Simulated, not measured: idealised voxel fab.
Title: Process Module voxel capacitor over wiring
Square cells of 5 nm make up the cross-section cut, whose width is 295 nm.
In this document a cross-section is written as a grid of square cells. It is given as a series of bands, listed from the top down, and a band is one or more rows of cells. What a band's entry tells you: where the top is and where the bottom is, as heights in nm, and after that what lies inside, material by material from left to right, each with its width in nm. Empty space is written as the word "air", and a single material marked with the word "edge to edge" occupies the band from edge to edge. Height 0 is the level under which the wafer as received is all one material. The lowest band goes on downwards, as in "0 nm and below". When a width is written as two numbers, as in "30 to 40", the first number is the width in the top row of cells of the band and the second is the width in its bottom row, and the width changes by the same amount from each row to the next. Any step labelled "remained unchanged" changed none of the cells in the cross-section. You'll see "Closed void entries" listing empty spaces that have no way open to the top, as long as they're 8 cells or more; the notation is width x height at distance, where the distance is from the left edge, and all of it is in nm. On a step's line, text after the settings is the simulator commenting on that step. "overlay nm" answers the question of how far to the right of plan the mask lay on a step that has a mask, and when it is negative the answer is to the left.

## Listed below are the process steps as planned
1 op RECEIVE | material Si
2 op CONFORMAL_DEP | material SiO2 | thk nm 10
3 op CONFORMAL_DEP | material SiCN | thk nm 5
4 op DIRECTIONAL_DEP | material SiO2 | thk nm 25
5 op PATTERN | tone open | mask id METAL_1 | material resist | width nm 30 | pitch nm 85 | thk nm 20 | overlay nm 0
6 op DIRECTIONAL_ETCH | etch materials SiO2 | depth nm 25
7 op DIRECTIONAL_ETCH | etch materials SiCN | depth nm 5
8 op STRIP | etch materials resist
9 op CONFORMAL_DEP | material TiN | thk nm 5
10 op FILL_DEP | material W | thk nm 5
11 op CMP | height nm 40
12 op CONFORMAL_DEP | material SiCN | thk nm 5
13 op DIRECTIONAL_DEP | material SiO2 | thk nm 10
14 op PATTERN | tone open | mask id PLUG_1 | material resist | width nm 15 | thk nm 15 | overlay nm 0
15 op DIRECTIONAL_ETCH | etch materials SiO2 | depth nm 10
16 op DIRECTIONAL_ETCH | etch materials SiCN | depth nm 5
17 op STRIP | etch materials resist
18 op CONFORMAL_DEP | material TiN | thk nm 5
19 op FILL_DEP | material W | thk nm 5
20 op CMP | height nm 55
21 op DIRECTIONAL_DEP | material TiN | thk nm 10
22 op DIRECTIONAL_DEP | material Al2O3 | thk nm 5
23 op DIRECTIONAL_DEP | material TiN | thk nm 10
24 op MASKED_ETCH | tone cover | mask id UPPER_PLATE | width nm 60 | etch materials TiN | depth nm 10 | overlay nm 0
25 op MASKED_ETCH | tone cover | mask id UPPER_PLATE | width nm 60 | etch materials Al2O3 | depth nm 5 | overlay nm 0
26 op MASKED_ETCH | tone cover | mask id LOWER_PLATE | width nm 70 | etch materials TiN | depth nm 10 | overlay nm 0
27 op FILL_DEP | material SiO2 | thk nm 15
28 op CMP | height nm 90
29 op PATTERN | tone open | mask id PLUG_2 | material resist | width nm 15 | thk nm 15 | overlay nm 0
30 op DIRECTIONAL_ETCH | etch materials SiO2 | depth nm 10
31 op STRIP | etch materials resist
32 op CONFORMAL_DEP | material TiN | thk nm 5
33 op FILL_DEP | material Cu | thk nm 5
34 op CMP | height nm 90
35 op CONFORMAL_DEP | material SiN | thk nm 5

## First of two wafers, processed according to plan

## Incoming wafer, cross-sectional view, post step 1
  0 nm and below  Si edge to edge
  Closed void entries: none

## Cross-section of the wafer subsequent to step 2
  10 nm to 0 nm  SiO2 edge to edge
  Below 0 it's all the same as before, nothing changed down there.

## Cross-section of the wafer subsequent to step 3
  15 nm to 10 nm  SiCN edge to edge
  Below 10 it's all the same as before, nothing changed down there.

## Cross-section of the wafer subsequent to step 4
  40 nm to 15 nm  SiO2 edge to edge
  Below 15 it's all the same as before, nothing changed down there.

## Cross-section of the wafer subsequent to step 5
  60 nm to 40 nm  resist=90, air=30, resist=55, air=30, resist=90
  Below 40 it's all the same as before, nothing changed down there.

## Cross-section of the wafer subsequent to step 6
  60 nm to 40 nm  resist=90, air=30, resist=55, air=30, resist=90
  40 nm to 15 nm  SiO2=90, air=30, SiO2=55, air=30, SiO2=90
  Below 15 it's all the same as before, nothing changed down there.

## Cross-section of the wafer subsequent to step 7
  60 nm to 40 nm  resist=90, air=30, resist=55, air=30, resist=90
  40 nm to 15 nm  SiO2=90, air=30, SiO2=55, air=30, SiO2=90
  15 nm to 10 nm  SiCN=90, air=30, SiCN=55, air=30, SiCN=90
  Below 10 it's all the same as before, nothing changed down there.

## Cross-section of the wafer subsequent to step 8
  40 nm to 15 nm  SiO2=90, air=30, SiO2=55, air=30, SiO2=90
  Below 15 it's all the same as before, nothing changed down there.

## Cross-section of the wafer subsequent to step 9
  45 nm to 40 nm  TiN=95, air=20, TiN=65, air=20, TiN=95
  40 nm to 15 nm  SiO2=90, TiN=5, air=20, TiN=5, SiO2=55, TiN=5, air=20, TiN=5, SiO2=90
  15 nm to 10 nm  SiCN=90, TiN=30, SiCN=55, TiN=30, SiCN=90
  Below 10 it's all the same as before, nothing changed down there.

## Cross-section of the wafer subsequent to step 10
  50 nm to 45 nm  W edge to edge
  45 nm to 40 nm  TiN=95, W=20, TiN=65, W=20, TiN=95
  40 nm to 15 nm  SiO2=90, TiN=5, W=20, TiN=5, SiO2=55, TiN=5, W=20, TiN=5, SiO2=90
  Below 15 it's all the same as before, nothing changed down there.

## Cross-section of the wafer subsequent to step 11
  40 nm to 15 nm  SiO2=90, TiN=5, W=20, TiN=5, SiO2=55, TiN=5, W=20, TiN=5, SiO2=90
  Below 15 it's all the same as before, nothing changed down there.

## Cross-section of the wafer subsequent to step 12
  45 nm to 40 nm  SiCN edge to edge
  Below 40 it's all the same as before, nothing changed down there.

## Cross-section of the wafer subsequent to step 13
  55 nm to 45 nm  SiO2 edge to edge
  Below 45 it's all the same as before, nothing changed down there.

## Cross-section of the wafer subsequent to step 14
  70 nm to 55 nm  resist=105, air=15, resist=175
  Below 55 it's all the same as before, nothing changed down there.

## Cross-section of the wafer subsequent to step 15
  70 nm to 55 nm  resist=105, air=15, resist=175
  55 nm to 45 nm  SiO2=105, air=15, SiO2=175
  Below 45 it's all the same as before, nothing changed down there.

## Cross-section of the wafer subsequent to step 16
  70 nm to 55 nm  resist=105, air=15, resist=175
  55 nm to 45 nm  SiO2=105, air=15, SiO2=175
  45 nm to 40 nm  SiCN=105, air=15, SiCN=175
  Below 40 it's all the same as before, nothing changed down there.

## Cross-section of the wafer subsequent to step 17
  55 nm to 45 nm  SiO2=105, air=15, SiO2=175
  Below 45 it's all the same as before, nothing changed down there.

## Cross-section of the wafer subsequent to step 18
  60 nm to 55 nm  TiN=110, air=5, TiN=180
  55 nm to 45 nm  SiO2=105, TiN=5, air=5, TiN=5, SiO2=175
  45 nm to 40 nm  SiCN=105, TiN=15, SiCN=175
  Below 40 it's all the same as before, nothing changed down there.

## Cross-section of the wafer subsequent to step 19
  65 nm to 60 nm  W edge to edge
  60 nm to 55 nm  TiN=110, W=5, TiN=180
  55 nm to 45 nm  SiO2=105, TiN=5, W=5, TiN=5, SiO2=175
  Below 45 it's all the same as before, nothing changed down there.

## Cross-section of the wafer subsequent to step 20
  55 nm to 45 nm  SiO2=105, TiN=5, W=5, TiN=5, SiO2=175
  Below 45 it's all the same as before, nothing changed down there.

## Cross-section of the wafer subsequent to step 21
  65 nm to 55 nm  TiN edge to edge
  Below 55 it's all the same as before, nothing changed down there.

## Cross-section of the wafer subsequent to step 22
  70 nm to 65 nm  Al2O3 edge to edge
  Below 65 it's all the same as before, nothing changed down there.

## Cross-section of the wafer subsequent to step 23
  80 nm to 70 nm  TiN edge to edge
  Below 70 it's all the same as before, nothing changed down there.

## Cross-section of the wafer subsequent to step 24
  80 nm to 70 nm  air=105, TiN=60, air=130
  Below 70 it's all the same as before, nothing changed down there.

## Cross-section of the wafer subsequent to step 25
  80 nm to 70 nm  air=105, TiN=60, air=130
  70 nm to 65 nm  air=105, Al2O3=60, air=130
  Below 65 it's all the same as before, nothing changed down there.

## Cross-section of the wafer subsequent to step 26
  80 nm to 70 nm  air=105, TiN=60, air=130
  70 nm to 65 nm  air=105, Al2O3=60, air=130
  65 nm to 55 nm  air=100, TiN=70, air=125
  Below 55 it's all the same as before, nothing changed down there.

## Cross-section of the wafer subsequent to step 27
  95 nm to 80 nm  SiO2 edge to edge
  80 nm to 70 nm  SiO2=105, TiN=60, SiO2=130
  70 nm to 65 nm  SiO2=105, Al2O3=60, SiO2=130
  65 nm to 55 nm  SiO2=100, TiN=70, SiO2=125
  Below 55 it's all the same as before, nothing changed down there.

## Cross-section of the wafer subsequent to step 28
  90 nm to 80 nm  SiO2 edge to edge
  Below 80 it's all the same as before, nothing changed down there.

## Cross-section of the wafer subsequent to step 29
  105 nm to 90 nm  resist=115, air=15, resist=165
  Below 90 it's all the same as before, nothing changed down there.

## Cross-section of the wafer subsequent to step 30
  105 nm to 90 nm  resist=115, air=15, resist=165
  90 nm to 80 nm  SiO2=115, air=15, SiO2=165
  Below 80 it's all the same as before, nothing changed down there.

## Cross-section of the wafer subsequent to step 31
  90 nm to 80 nm  SiO2=115, air=15, SiO2=165
  Below 80 it's all the same as before, nothing changed down there.

## Cross-section of the wafer subsequent to step 32
  95 nm to 90 nm  TiN=120, air=5, TiN=170
  90 nm to 85 nm  SiO2=115, TiN=5, air=5, TiN=5, SiO2=165
  85 nm to 80 nm  SiO2=115, TiN=15, SiO2=165
  Below 80 it's all the same as before, nothing changed down there.

## Cross-section of the wafer subsequent to step 33
  100 nm to 95 nm  Cu edge to edge
  95 nm to 90 nm  TiN=120, Cu=5, TiN=170
  90 nm to 85 nm  SiO2=115, TiN=5, Cu=5, TiN=5, SiO2=165
  Below 85 it's all the same as before, nothing changed down there.

## Cross-section of the wafer subsequent to step 34
  90 nm to 85 nm  SiO2=115, TiN=5, Cu=5, TiN=5, SiO2=165
  Below 85 it's all the same as before, nothing changed down there.

## Cross-section of the wafer subsequent to step 35
  95 nm to 90 nm  SiN edge to edge
  Below 90 it's all the same as before, nothing changed down there.

## Second wafer, same starting state and plan as the first, one mistake in the run, identical through step 11

## Cross-section of the second wafer at the time step 12 of the plan should have ended
  50 nm to 40 nm  SiO2 edge to edge
  Below 40 it's all the same as before, nothing changed down there.

## Cross-section of the second wafer at the time step 13 of the plan should have ended
  55 nm to 50 nm  SiCN edge to edge
  Below 50 it's all the same as before, nothing changed down there.

## Cross-section of the second wafer at the time step 14 of the plan should have ended
  70 nm to 55 nm  resist=105, air=15, resist=175
  Below 55 it's all the same as before, nothing changed down there.

Cross-section of the second wafer at the time step 15 of the plan should have ended: remained unchanged

## Cross-section of the second wafer at the time step 16 of the plan should have ended
  70 nm to 55 nm  resist=105, air=15, resist=175
  55 nm to 50 nm  SiCN=105, air=15, SiCN=175
  Below 50 it's all the same as before, nothing changed down there.

## Cross-section of the second wafer at the time step 17 of the plan should have ended
  55 nm to 50 nm  SiCN=105, air=15, SiCN=175
  Below 50 it's all the same as before, nothing changed down there.

## Cross-section of the second wafer at the time step 18 of the plan should have ended
  60 nm to 55 nm  TiN=110, air=5, TiN=180
  55 nm to 50 nm  SiCN=105, TiN=15, SiCN=175
  Below 50 it's all the same as before, nothing changed down there.

## Cross-section of the second wafer at the time step 19 of the plan should have ended
  65 nm to 60 nm  W edge to edge
  60 nm to 55 nm  TiN=110, W=5, TiN=180
  Below 55 it's all the same as before, nothing changed down there.

## Cross-section of the second wafer at the time step 20 of the plan should have ended
  55 nm to 50 nm  SiCN=105, TiN=15, SiCN=175
  Below 50 it's all the same as before, nothing changed down there.

## Cross-section of the second wafer at the time step 21 of the plan should have ended
  65 nm to 55 nm  TiN edge to edge
  Below 55 it's all the same as before, nothing changed down there.

## Cross-section of the second wafer at the time step 22 of the plan should have ended
  70 nm to 65 nm  Al2O3 edge to edge
  Below 65 it's all the same as before, nothing changed down there.

## Cross-section of the second wafer at the time step 23 of the plan should have ended
  80 nm to 70 nm  TiN edge to edge
  Below 70 it's all the same as before, nothing changed down there.

## Cross-section of the second wafer at the time step 24 of the plan should have ended
  80 nm to 70 nm  air=105, TiN=60, air=130
  Below 70 it's all the same as before, nothing changed down there.

## Cross-section of the second wafer at the time step 25 of the plan should have ended
  80 nm to 70 nm  air=105, TiN=60, air=130
  70 nm to 65 nm  air=105, Al2O3=60, air=130
  Below 65 it's all the same as before, nothing changed down there.

## Cross-section of the second wafer at the time step 26 of the plan should have ended
  80 nm to 70 nm  air=105, TiN=60, air=130
  70 nm to 65 nm  air=105, Al2O3=60, air=130
  65 nm to 55 nm  air=100, TiN=70, air=125
  Below 55 it's all the same as before, nothing changed down there.

## Cross-section of the second wafer at the time step 27 of the plan should have ended
  95 nm to 80 nm  SiO2 edge to edge
  80 nm to 70 nm  SiO2=105, TiN=60, SiO2=130
  70 nm to 65 nm  SiO2=105, Al2O3=60, SiO2=130
  65 nm to 55 nm  SiO2=100, TiN=70, SiO2=125
  Below 55 it's all the same as before, nothing changed down there.

## Cross-section of the second wafer at the time step 28 of the plan should have ended
  90 nm to 80 nm  SiO2 edge to edge
  Below 80 it's all the same as before, nothing changed down there.

## Cross-section of the second wafer at the time step 29 of the plan should have ended
  105 nm to 90 nm  resist=115, air=15, resist=165
  Below 90 it's all the same as before, nothing changed down there.

## Cross-section of the second wafer at the time step 30 of the plan should have ended
  105 nm to 90 nm  resist=115, air=15, resist=165
  90 nm to 80 nm  SiO2=115, air=15, SiO2=165
  Below 80 it's all the same as before, nothing changed down there.

## Cross-section of the second wafer at the time step 31 of the plan should have ended
  90 nm to 80 nm  SiO2=115, air=15, SiO2=165
  Below 80 it's all the same as before, nothing changed down there.

## Cross-section of the second wafer at the time step 32 of the plan should have ended
  95 nm to 90 nm  TiN=120, air=5, TiN=170
  90 nm to 85 nm  SiO2=115, TiN=5, air=5, TiN=5, SiO2=165
  85 nm to 80 nm  SiO2=115, TiN=15, SiO2=165
  Below 80 it's all the same as before, nothing changed down there.

## Cross-section of the second wafer at the time step 33 of the plan should have ended
  100 nm to 95 nm  Cu edge to edge
  95 nm to 90 nm  TiN=120, Cu=5, TiN=170
  90 nm to 85 nm  SiO2=115, TiN=5, Cu=5, TiN=5, SiO2=165
  Below 85 it's all the same as before, nothing changed down there.

## Cross-section of the second wafer at the time step 34 of the plan should have ended
  90 nm to 85 nm  SiO2=115, TiN=5, Cu=5, TiN=5, SiO2=165
  Below 85 it's all the same as before, nothing changed down there.

## Cross-section of the second wafer at the time step 35 of the plan should have ended
  95 nm to 90 nm  SiN edge to edge
  Below 90 it's all the same as before, nothing changed down there.
Against the plan, the run slipped here: a sequencing error occurred in which plan steps 12 and 13 were transposed
Bottom line after processing is that, in cells, the second wafer is up or down on some materials versus the first: SiO2 +6 | TiN -4 | W -2
